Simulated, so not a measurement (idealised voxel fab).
Process module name: voxel self aligned vias
210 nm wide, 5 nm square cells: that's cross-section cut.
Each cross-section below is a grid of square cells, stated as bands in top-down order, with one or more rows of cells making up each band.
Read a band's entry like this: the first values are the height of its top and the height of its bottom in nm, and what follows is the sequence of materials from left to right, each with its width in nm. Note that "air" is empty space, and that a single material marked "throughout" reaches across the band from edge to edge.
Convention: height 0 is the level below which the wafer, as received, is all one material. The lowest band does not terminate at the bottom but continues downward, represented as "0 down".
Width "30..40": first value at the band's top row of cells, second value at its bottom row, equal change from row to row.
"no alterations made" -> step changed no cross-section cell.
"Trapped cavities" specifies each empty space that is not open to the top and that occupies no fewer than 8 cells, using the form width x height at distance, the distance measured from the left edge and all three quantities in nm.
On a step's line, text after the settings is the simulator commenting on that step.
A step line may carry the setting "overlay nm", which, for steps involving a mask, states the distance by which the mask lay to the right of its intended position; negative values denote displacement to the left.

Listed below are the process steps as planned
- 1: RECEIVE with material Si
- 2: CONFORMAL_DEP with material SiO2, thk nm 15
- 3: CONFORMAL_DEP with material SiCN, thk nm 5
- 4: DIRECTIONAL_DEP with material lowk, thk nm 25
- 5: PATTERN with tone open, mask id LINES, material resist, width nm 25, pitch nm 50, thk nm 20, overlay nm 0
- 6: DIRECTIONAL_ETCH with etch materials lowk, depth nm 25
- 7: STRIP with etch materials resist
- 8: CONFORMAL_DEP with material TiN, thk nm 5
- 9: FILL_DEP with material Ru, thk nm 5
- 10: CMP with height nm 45
- 11: SELECTIVE_ETCH with etch materials W Ru TiN, depth nm 5
- 12: FILL_DEP with material SiN, thk nm 10
- 13: CMP with height nm 45
- 14: DIRECTIONAL_DEP with material lowk, thk nm 15
- 15: PATTERN with tone open, mask id VIAS, material resist, width nm 35, pitch nm 100, thk nm 20, overlay nm 0
- 16: DIRECTIONAL_ETCH with etch materials lowk, depth nm 15
- 17: DIRECTIONAL_ETCH with etch materials SiN, depth nm 5
- 18: STRIP with etch materials resist
- 19: CONFORMAL_DEP with material TiN, thk nm 5
- 20: FILL_DEP with material Ru, thk nm 5
- 21: CMP with height nm 60
- 22: CONFORMAL_DEP with material SiN, thk nm 5

Cross-section of the wafer upon arrival, representing the state reached after step 1
  0 down = Si throughout
  Trapped cavities: none

First of two wafers: cross-section at end of module, run per plan
  65 to 60 = SiN throughout
  60 to 50 = lowk 35 nm, TiN 5 nm, Ru 25 nm, TiN 5 nm, lowk 65 nm, TiN 5 nm, Ru 25 nm, TiN 5 nm, lowk 40 nm
  50 to 45 = lowk 35 nm, TiN 10 nm, Ru 15 nm, TiN 10 nm, lowk 65 nm, TiN 10 nm, Ru 15 nm, TiN 10 nm, lowk 40 nm
  45 to 40 = lowk 40 nm, TiN 25 nm, lowk 25 nm, SiN 25 nm, lowk 25 nm, TiN 25 nm, lowk 45 nm
  40 to 25 = lowk 40 nm, TiN 5 nm, Ru 15 nm, TiN 5 nm, lowk 25 nm, TiN 5 nm, Ru 15 nm, TiN 5 nm, lowk 25 nm, TiN 5 nm, Ru 15 nm, TiN 5 nm, lowk 45 nm
  25 to 20 = lowk 40 nm, TiN 25 nm, lowk 25 nm, TiN 25 nm, lowk 25 nm, TiN 25 nm, lowk 45 nm
  20 to 15 = SiCN throughout
  15 to 0 = SiO2 throughout
  0 down = Si throughout
  Trapped cavities: none

Second wafer at the end: like start, like plan, one mistake
  65 to 60 = SiN throughout
  60 to 50 = lowk 35 nm, TiN 5 nm, Ru 25 nm, TiN 5 nm, lowk 65 nm, TiN 5 nm, Ru 25 nm, TiN 5 nm, lowk 40 nm
  50 to 45 = lowk 35 nm, TiN 35 nm, lowk 65 nm, TiN 35 nm, lowk 40 nm
  45 to 40 = SiCN throughout
  40 to 15 = lowk throughout
  15 to 0 = SiO2 throughout
  0 down = Si throughout
  Trapped cavities: none
Deviation from plan: the run placed steps 3 and 4 each in the position the plan gave to the other
Wafer comparison, final, in cells, second relative to first, materials more or fewer: Ru: 33 fewer, SiN: 5 fewer, TiN: 37 fewer, lowk: 75 more
